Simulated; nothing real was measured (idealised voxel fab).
A process module follows: voxel tone inversion.
Square cell edge 5 nm, section width 255 nm, ID cut.
We lay out every cross-section as a grid of square cells and spell it out in bands from the top down, where one band means one or more rows of cells. A band entry consists of two parts. The first gives the height of the band's top and the height of its bottom, in nm. The rest lists the band's materials from left to right, each with its width in nm. A single material labelled with the word "all across" fills the band from edge to edge, and the word "air" marks empty space. We count height from 0. Below that, the starting wafer is all one material. The lowest band never ends at the bottom but goes on down; see "0 and below" for how that is written. Think of "30->40" as a width that walks from the first number to the second as you go down the band, top row to bottom row, taking equal-sized steps from row to row. A step reported as "nothing got changed" is a step in which no cell of the cross-section changed. "Tabulated closed voids" specifies each empty space that is not open to the top and that occupies no fewer than 8 cells, using the form width x height at distance, the distance measured from the left edge and all three quantities in nm. after a step's settings: what the simulator itself notes on the step. The setting "overlay nm" may be written on the line of a step. When the step uses a mask, the value reports how far to the right of the planned place the mask lay, and a negative value reports that it lay to the left.

Process steps foreseen in the plan
1. op RECEIVE | material Si
2. op CONFORMAL_DEP | material SiN | thk nm 5
3. op DIRECTIONAL_DEP | material aC | thk nm 25
4. op PATTERN | tone cover | mask id POSTS | material resist | width nm 15 | pitch nm 35 | thk nm 35 | overlay nm 0
5. op DIRECTIONAL_ETCH | etch materials aC | depth nm 25
6. op STRIP | etch materials resist
7. op FILL_DEP | material lowk | thk nm 10
8. op CMP | height nm 30
9. op STRIP | etch materials aC
10. op CONFORMAL_DEP | material TiN | thk nm 5
11. op FILL_DEP | material Cu | thk nm 10
12. op CMP | height nm 30
13. op CONFORMAL_DEP | material SiN | thk nm 5

Cross-section of the wafer upon arrival, representing the state reached after step 1
	0 and below: Si all across
	Tabulated closed voids: none

Cross-section: first of two wafers, module finished, run according to plan
	35 down to 30: SiN all across
	30 down to 10: 100 lowk, then 5 TiN, then 5 Cu, then 5 TiN, then 20 lowk, then 5 TiN, then 5 Cu, then 5 TiN, then 105 lowk
	10 down to 5: 100 lowk, then 15 TiN, then 20 lowk, then 15 TiN, then 105 lowk
	5 down to 0: SiN all across
	0 and below: Si all across
	Tabulated closed voids: none

Cross-sectional view: second of two wafers, end of module; start and plan identical to the first, one mistake in running
	35 down to 30: SiN all across
	30 down to 10: 105 lowk, then 5 TiN, then 5 Cu, then 5 TiN, then 20 lowk, then 5 TiN, then 5 Cu, then 5 TiN, then 100 lowk
	10 down to 5: 105 lowk, then 15 TiN, then 20 lowk, then 15 TiN, then 100 lowk
	5 down to 0: SiN all across
	0 and below: Si all across
	Tabulated closed voids: none
Nonconformance to the process plan: step 4 was run on a setting that differed from the plan, and what really ran there is op PATTERN | tone cover | mask id POSTS | material resist | width nm 15 | pitch nm 35 | thk nm 35 | overlay nm 5
Same inventory, different map: at the end, the second wafer holds as many cells of each material as the first, placed elsewhere.
